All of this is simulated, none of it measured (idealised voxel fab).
A process module follows: voxel gate over fins.
Displayed cross-section: cut, width of 160 nm, square cells sized 5 nm.
Square cells in a grid make up a cross-section in this document, and the grid is given as bands, listed from the top down, each one or more rows of cells.
What a band's entry tells you: where the top is and where the bottom is, as heights in nm, and after that what lies inside, material by material from left to right, each with its width in nm. Empty space is written as the word "empty", and a single material marked with the word "all across" occupies the band from edge to edge.
Counting heights begins at 0, where everything beneath is, in the wafer as received, one material. The lowest band has no bottom; it goes on downwards, as "z 0 and below" shows.
The two numbers in a width such as "30->40" mark its ends across the band: the first belongs to the top row of cells, the second to the bottom row, and from each row to the next the width moves by the same amount.
Key: "no alterations made" - step with no changed cell in the cross-section.
"Fully sealed voids" means: voids of 8 cells or more that are shut off from the top with no open way through. Written width x height at distance, distance from the left edge, in nm.
On a step's line, text after the settings is the simulator commenting on that step.
The optional step-line setting "overlay nm" applies to steps with a mask and quantifies how far to the right of its planned location the mask lay, a negative value indicating leftward placement.

The process steps that were planned are listed below:
| 1 | RECEIVE [material Si] |
| 2 | CONFORMAL_DEP [material SiN] [thk nm 5] |
| 3 | MASKED_ETCH [tone cover] [mask id FINS] [width nm 15] [pitch nm 55] [etch materials SiN] [depth nm 5] [overlay nm 0] |
| 4 | MASKED_ETCH [tone cover] [mask id FINS] [width nm 15] [pitch nm 55] [etch materials Si] [depth nm 35] [overlay nm 0] |
| 5 | OXIDIZE [depth nm 5] |
| 6 | FILL_DEP [material SiO2] [thk nm 5] |
| 7 | CMP [height nm 5] |
| 8 | PATTERN [tone open] [mask id RAIL] [material resist] [width nm 15] [thk nm 15] [overlay nm 0] |
| 9 | DIRECTIONAL_ETCH [etch materials SiO2] [depth nm 35] |
| 10 | STRIP [etch materials resist] |
| 11 | CONFORMAL_DEP [material TiN] [thk nm 5] |
| 12 | FILL_DEP [material W] [thk nm 10] |
| 13 | CMP [height nm 5] |
| 14 | SELECTIVE_ETCH [etch materials W Ru TiN] [depth nm 25] |
| 15 | FILL_DEP [material SiO2] [thk nm 5] |
| 16 | CMP [height nm 5] |
| 17 | SELECTIVE_ETCH [etch materials SiO2] [depth nm 20] |
| 18 | STRIP [etch materials SiN] |
| 19 | CONFORMAL_DEP [material HfO2] [thk nm 5] |
| 20 | CONFORMAL_DEP [material TiN] [thk nm 5] |
| 21 | CONFORMAL_DEP [material TiAl] [thk nm 5] |
| 22 | CONFORMAL_DEP [material TiN] [thk nm 5] |
| 23 | FILL_DEP [material W] [thk nm 15] |
| 24 | CMP [height nm 30] |
| 25 | CONFORMAL_DEP [material SiN] [thk nm 10] |

Wafer as received: cross-section following step 1:
> z 0 and below: Si all across
> Fully sealed voids: none

Cross-section: first of two wafers, module finished, run according to plan:
> z 40 to 30: SiN all across
> z 30 to 20: W all across
> z 20 to 15: TiN: 45 | W: 10 | TiN: 45 | W: 10 | TiN: 45 | W: 5
> z 15 to 10: TiN: 5 | TiAl: 35 | TiN: 5 | W: 10 | TiN: 5 | TiAl: 35 | TiN: 5 | W: 10 | TiN: 5 | TiAl: 35 | TiN: 5 | W: 5
> z 10 to 5: TiN: 5 | TiAl: 5 | TiN: 25 | TiAl: 5 | TiN: 5 | W: 10 | TiN: 5 | TiAl: 5 | TiN: 25 | TiAl: 5 | TiN: 5 | W: 10 | TiN: 5 | TiAl: 5 | TiN: 25 | TiAl: 5 | TiN: 5 | W: 5
> z 5 to 0: TiN: 5 | TiAl: 5 | TiN: 5 | HfO2: 15 | TiN: 5 | TiAl: 5 | TiN: 20 | TiAl: 5 | TiN: 5 | HfO2: 15 | TiN: 5 | TiAl: 5 | TiN: 20 | TiAl: 5 | TiN: 5 | HfO2: 15 | TiN: 5 | TiAl: 5 | TiN: 10
> z 0 to -5: TiAl: 10 | TiN: 5 | HfO2: 5 | Si: 5 | HfO2: 5 | TiN: 5 | TiAl: 30 | TiN: 5 | HfO2: 5 | Si: 5 | HfO2: 5 | TiN: 5 | TiAl: 30 | TiN: 5 | HfO2: 5 | Si: 5 | HfO2: 5 | TiN: 5 | TiAl: 15
> z -5 to -10: TiN: 15 | HfO2: 5 | Si: 5 | HfO2: 5 | TiN: 40 | HfO2: 5 | Si: 5 | HfO2: 5 | TiN: 40 | HfO2: 5 | Si: 5 | HfO2: 5 | TiN: 20
> z -10 to -15: HfO2: 20 | Si: 5 | HfO2: 50 | Si: 5 | HfO2: 50 | Si: 5 | HfO2: 25
> z -15 to -20: SiO2: 20 | Si: 5 | SiO2: 50 | Si: 5 | SiO2: 50 | Si: 5 | SiO2: 25
> z -20 to -25: SiO2: 20 | Si: 5 | SiO2: 15 | TiN: 5 | W: 5 | TiN: 5 | SiO2: 20 | Si: 5 | SiO2: 50 | Si: 5 | SiO2: 25
> z -25 to -30: SiO2: 20 | Si: 5 | SiO2: 15 | TiN: 15 | SiO2: 20 | Si: 5 | SiO2: 50 | Si: 5 | SiO2: 25
> z -30 to -40: SiO2: 20 | Si: 5 | SiO2: 50 | Si: 5 | SiO2: 50 | Si: 5 | SiO2: 25
> z -40 and below: Si all across
> Fully sealed voids: none

Cross-section, second wafer: same start as the first, same plan as the first, one mistake in running it; taken at the end of the module:
> z 40 to 30: SiN all across
> z 30 to 15: W all across
> z 15 to 10: W: 5 | TiN: 35 | W: 20 | TiN: 35 | W: 20 | TiN: 35 | W: 10
> z 10 to 5: W: 5 | TiN: 5 | TiAl: 25 | TiN: 5 | W: 20 | TiN: 5 | TiAl: 25 | TiN: 5 | W: 20 | TiN: 5 | TiAl: 25 | TiN: 5 | W: 10
> z 5 to 0: W: 5 | TiN: 5 | TiAl: 5 | HfO2: 15 | TiAl: 5 | TiN: 5 | W: 20 | TiN: 5 | TiAl: 5 | HfO2: 15 | TiAl: 5 | TiN: 5 | W: 20 | TiN: 5 | TiAl: 5 | HfO2: 15 | TiAl: 5 | TiN: 5 | W: 10
> z 0 to -5: TiN: 10 | TiAl: 5 | HfO2: 5 | Si: 5 | HfO2: 5 | TiAl: 5 | TiN: 30 | TiAl: 5 | HfO2: 5 | Si: 5 | HfO2: 5 | TiAl: 5 | TiN: 30 | TiAl: 5 | HfO2: 5 | Si: 5 | HfO2: 5 | TiAl: 5 | TiN: 15
> z -5 to -10: TiAl: 15 | HfO2: 5 | Si: 5 | HfO2: 5 | TiAl: 40 | HfO2: 5 | Si: 5 | HfO2: 5 | TiAl: 40 | HfO2: 5 | Si: 5 | HfO2: 5 | TiAl: 20
> z -10 to -15: HfO2: 20 | Si: 5 | HfO2: 50 | Si: 5 | HfO2: 50 | Si: 5 | HfO2: 25
> z -15 to -20: SiO2: 20 | Si: 5 | SiO2: 50 | Si: 5 | SiO2: 50 | Si: 5 | SiO2: 25
> z -20 to -25: SiO2: 20 | Si: 5 | SiO2: 15 | TiN: 5 | W: 5 | TiN: 5 | SiO2: 20 | Si: 5 | SiO2: 50 | Si: 5 | SiO2: 25
> z -25 to -30: SiO2: 20 | Si: 5 | SiO2: 15 | TiN: 15 | SiO2: 20 | Si: 5 | SiO2: 50 | Si: 5 | SiO2: 25
> z -30 to -40: SiO2: 20 | Si: 5 | SiO2: 50 | Si: 5 | SiO2: 50 | Si: 5 | SiO2: 25
> z -40 and below: Si all across
> Fully sealed voids: none
The mistake made against the process plan was this: step 20 of the plan never got run, it was skipped over
Counted in cells at the end, the second wafer holds more or fewer of these materials than the first: TiN: 50 fewer, W: 50 more
